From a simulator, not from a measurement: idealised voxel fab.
Proc. module: voxel air gaps
Section shown: cut. Width: 155 nm. Cell size: 5 nm, square.
A cross-section is written here as square cells arranged in a grid, and it is given in bands from the top down, each band taking up one or more rows of cells. Within each band entry, the heights of the top and of the bottom of the band appear first, in that order and in nm; the materials of the band then follow from left to right, each with its corresponding width in nm. The designation "everywhere" on a single material indicates that it fills the band from edge to edge; the designation "empty" indicates empty space. A quick word on heights: they are counted from 0, and under that level the wafer as it came to us is one material throughout. The lowest band is different from the rest in having no bottom; it simply continues downward, written as in "0 and below". Top row gets the first number, bottom row gets the second, and each row in between changes by the same step: that is how a band width like "30->40" works. Given "no alterations made" for a step, no cell of the cross-section differs between before and after that step. Voids not open to the top, 8 cells minimum: see "Cavities, closed". Written width x height at distance; distance is from the left edge; nm. Post-settings text on a step line: simulator's own remark regarding the step. Among the settings permitted on a step's line is "overlay nm"; applied to a step with a mask, it specifies the extent to which the mask lay to the right of its planned position, whereas a negative figure signifies a position to the left. Note on reading: below, each pair holds a cross-section from before one process step and one from after it; the one from after shows only down to the lowest band that changed. Beneath the pair, the step in between is stated along with its settings. The pairs can stem from different runs of this module on the same starting wafer. Where a pair's entry headed "Structure before processing" says so, and only there, that pair continues from the pair above it.

## Structure before processing
- 50 down to 45 = TiN (30)  empty (10)  TiN (35)  empty (10)  TiN (35)  empty (10)  TiN (25)
- 45 down to 20 = lowk (25)  TiN (5)  empty (10)  TiN (5)  lowk (25)  TiN (5)  empty (10)  TiN (5)  lowk (25)  TiN (5)  empty (10)  TiN (5)  lowk (20)
- 20 down to 15 = lowk (25)  TiN (20)  lowk (25)  TiN (20)  lowk (25)  TiN (20)  lowk (20)
- 15 down to 10 = SiCN everywhere
- 10 down to 0 = SiO2 everywhere
- 0 and below = Si everywhere
- Cavities, closed: none

## Post-Step Appearance
- 55 down to 50 = Cu everywhere
- 50 down to 45 = TiN (30)  Cu (10)  TiN (35)  Cu (10)  TiN (35)  Cu (10)  TiN (25)
- 45 down to 20 = lowk (25)  TiN (5)  Cu (10)  TiN (5)  lowk (25)  TiN (5)  Cu (10)  TiN (5)  lowk (25)  TiN (5)  Cu (10)  TiN (5)  lowk (20)
- Under 20: no change, same as before.
- Cavities, closed: none
Upper to lower cross-section via FILL_DEP [material Cu] [thk nm 5]

Structure before processing: see preceding pair, after cross-section.

## Post-Step Appearance
- 45 down to 20 = lowk (25)  TiN (5)  Cu (10)  TiN (5)  lowk (25)  TiN (5)  Cu (10)  TiN (5)  lowk (25)  TiN (5)  Cu (10)  TiN (5)  lowk (20)
- Under 20: no change, same as before.
- Cavities, closed: none
Upper to lower cross-section via CMP [height nm 45]

Structure before processing: see preceding pair, after cross-section.

## Post-Step Appearance
- 55 down to 45 = empty (15)  Ru (40)  empty (5)  Ru (40)  empty (5)  Ru (40)  empty (10)
- Under 45: no change, same as before.
- Cavities, closed: none
Upper to lower cross-section via EPI [material Ru] [thk nm 10]

Structure before processing: see preceding pair, after cross-section.

## Post-Step Appearance
- 55 down to 45 = empty (15)  Ru (40)  empty (5)  Ru (40)  empty (5)  Ru (40)  empty (10)
- 45 down to 20 = empty (25)  TiN (5)  Cu (10)  TiN (5)  empty (25)  TiN (5)  Cu (10)  TiN (5)  empty (25)  TiN (5)  Cu (10)  TiN (5)  empty (20)
- 20 down to 15 = empty (25)  TiN (20)  empty (25)  TiN (20)  empty (25)  TiN (20)  empty (20)
- Under 15: no change, same as before.
- Cavities, closed: none
Upper to lower cross-section via SELECTIVE_ETCH [etch materials lowk] [depth nm 40]

Structure before processing: see preceding pair, after cross-section.

## Post-Step Appearance
- 60 down to 55 = empty (10)  SiCN (140)  empty (5)
- 55 down to 45 = empty (10)  SiCN (5)  Ru (40)  SiCN (5)  Ru (40)  SiCN (5)  Ru (40)  SiCN (5)  empty (5)
- 45 down to 40 = empty (10)  SiCN (15)  TiN (5)  Cu (10)  TiN (5)  SiCN (25)  TiN (5)  Cu (10)  TiN (5)  SiCN (25)  TiN (5)  Cu (10)  TiN (5)  SiCN (15)  empty (5)
- 40 down to 20 = empty (20)  SiCN (5)  TiN (5)  Cu (10)  TiN (5)  SiCN (5)  empty (15)  SiCN (5)  TiN (5)  Cu (10)  TiN (5)  SiCN (5)  empty (15)  SiCN (5)  TiN (5)  Cu (10)  TiN (5)  SiCN (5)  empty (15)
- 20 down to 15 = SiCN (25)  TiN (20)  SiCN (25)  TiN (20)  SiCN (25)  TiN (20)  SiCN (20)
- Under 15: no change, same as before.
- Cavities, closed: 15 x 20 at 50; 15 x 20 at 95
Upper to lower cross-section via CONFORMAL_DEP [material SiCN] [thk nm 5]

## Structure before processing
- 55 down to 45 = empty (10)  Ru (40)  empty (5)  Ru (40)  empty (5)  Ru (40)  empty (15)
- 45 down to 20 = empty (20)  TiN (5)  Cu (10)  TiN (5)  empty (25)  TiN (5)  Cu (10)  TiN (5)  empty (25)  TiN (5)  Cu (10)  TiN (5)  empty (25)
- 20 down to 15 = empty (20)  TiN (20)  empty (25)  TiN (20)  empty (25)  TiN (20)  empty (25)
- 15 down to 10 = SiCN everywhere
- 10 down to 0 = SiO2 everywhere
- 0 and below = Si everywhere
- Cavities, closed: none

## Post-Step Appearance
- 60 down to 55 = empty (5)  aC (140)  empty (10)
- 55 down to 45 = empty (5)  aC (5)  Ru (40)  aC (5)  Ru (40)  aC (5)  Ru (40)  aC (5)  empty (10)
- 45 down to 40 = empty (5)  aC (15)  TiN (5)  Cu (10)  TiN (5)  aC (25)  TiN (5)  Cu (10)  TiN (5)  aC (25)  TiN (5)  Cu (10)  TiN (5)  aC (15)  empty (10)
- 40 down to 20 = empty (15)  aC (5)  TiN (5)  Cu (10)  TiN (5)  aC (5)  empty (15)  aC (5)  TiN (5)  Cu (10)  TiN (5)  aC (5)  empty (15)  aC (5)  TiN (5)  Cu (10)  TiN (5)  aC (5)  empty (20)
- 20 down to 15 = aC (20)  TiN (20)  aC (25)  TiN (20)  aC (25)  TiN (20)  aC (25)
- Under 15: no change, same as before.
- Cavities, closed: 15 x 20 at 45; 15 x 20 at 90
Upper to lower cross-section via CONFORMAL_DEP [material aC] [thk nm 5]

## Structure before processing
- 55 down to 45 = aC everywhere
- 45 down to 15 = lowk everywhere
- 15 down to 10 = SiCN everywhere
- 10 down to 0 = SiO2 everywhere
- 0 and below = Si everywhere
- Cavities, closed: none

## Post-Step Appearance
- 80 down to 55 = empty (20)  resist (20)  empty (25)  resist (20)  empty (25)  resist (20)  empty (25)
- Under 55: no change, same as before.
- Cavities, closed: none
Upper to lower cross-section via PATTERN [tone cover] [mask id LINES] [material resist] [width nm 20] [pitch nm 45] [thk nm 25] [overlay nm 0]

Structure before processing: see preceding pair, after cross-section.

## Post-Step Appearance
- 70 down to 55 = empty (20)  resist (20)  empty (25)  resist (20)  empty (25)  resist (20)  empty (25)
- 55 down to 45 = empty (20)  aC (20)  empty (25)  aC (20)  empty (25)  aC (20)  empty (25)
- Under 45: no change, same as before.
- Cavities, closed: none
Upper to lower cross-section via DIRECTIONAL_ETCH [etch materials aC] [depth nm 10]

Structure before processing: see preceding pair, after cross-section.

## Post-Step Appearance
- 55 down to 45 = empty (20)  aC (20)  empty (25)  aC (20)  empty (25)  aC (20)  empty (25)
- Under 45: no change, same as before.
- Cavities, closed: none
Upper to lower cross-section via STRIP [etch materials resist]

Structure before processing: see preceding pair, after cross-section.

## Post-Step Appearance
- 55 down to 45 = empty (20)  aC (20)  empty (25)  aC (20)  empty (25)  aC (20)  empty (25)
- 45 down to 15 = empty (20)  lowk (20)  empty (25)  lowk (20)  empty (25)  lowk (20)  empty (25)
- Under 15: no change, same as before.
- Cavities, closed: none
Upper to lower cross-section via DIRECTIONAL_ETCH [etch materials lowk] [depth nm 30]

Structure before processing: see preceding pair, after cross-section.

## Post-Step Appearance
- 45 down to 15 = empty (20)  lowk (20)  empty (25)  lowk (20)  empty (25)  lowk (20)  empty (25)
- Under 15: no change, same as before.
- Cavities, closed: none
Upper to lower cross-section via STRIP [etch materials aC]

Structure before processing: see preceding pair, after cross-section.

## Post-Step Appearance
- 50 down to 45 = empty (15)  TiN (30)  empty (15)  TiN (30)  empty (15)  TiN (30)  empty (20)
- 45 down to 20 = empty (15)  TiN (5)  lowk (20)  TiN (5)  empty (15)  TiN (5)  lowk (20)  TiN (5)  empty (15)  TiN (5)  lowk (20)  TiN (5)  empty (20)
- 20 down to 15 = TiN (20)  lowk (20)  TiN (25)  lowk (20)  TiN (25)  lowk (20)  TiN (25)
- Under 15: no change, same as before.
- Cavities, closed: none
Upper to lower cross-section via CONFORMAL_DEP [material TiN] [thk nm 5]

Structure before processing: see preceding pair, after cross-section.

## Post-Step Appearance
- 55 down to 50 = Cu everywhere
- 50 down to 45 = Cu (15)  TiN (30)  Cu (15)  TiN (30)  Cu (15)  TiN (30)  Cu (20)
- 45 down to 20 = Cu (15)  TiN (5)  lowk (20)  TiN (5)  Cu (15)  TiN (5)  lowk (20)  TiN (5)  Cu (15)  TiN (5)  lowk (20)  TiN (5)  Cu (20)
- Under 20: no change, same as before.
- Cavities, closed: none
Upper to lower cross-section via FILL_DEP [material Cu] [thk nm 5]

Structure before processing: see preceding pair, after cross-section.

## Post-Step Appearance
- 45 down to 20 = Cu (15)  TiN (5)  lowk (20)  TiN (5)  Cu (15)  TiN (5)  lowk (20)  TiN (5)  Cu (15)  TiN (5)  lowk (20)  TiN (5)  Cu (20)
- Under 20: no change, same as before.
- Cavities, closed: none
Upper to lower cross-section via CMP [height nm 45]

Structure before processing: see preceding pair, after cross-section.

## Post-Step Appearance
- 55 down to 45 = Ru everywhere
- Under 45: no change, same as before.
- Cavities, closed: none
Upper to lower cross-section via EPI [material Ru] [thk nm 10]

Structure before processing: see preceding pair, after cross-section.

## Post-Step Appearance
- 60 down to 55 = SiCN everywhere
- Under 55: no change, same as before.
- Cavities, closed: none
Upper to lower cross-section via CONFORMAL_DEP [material SiCN] [thk nm 5]
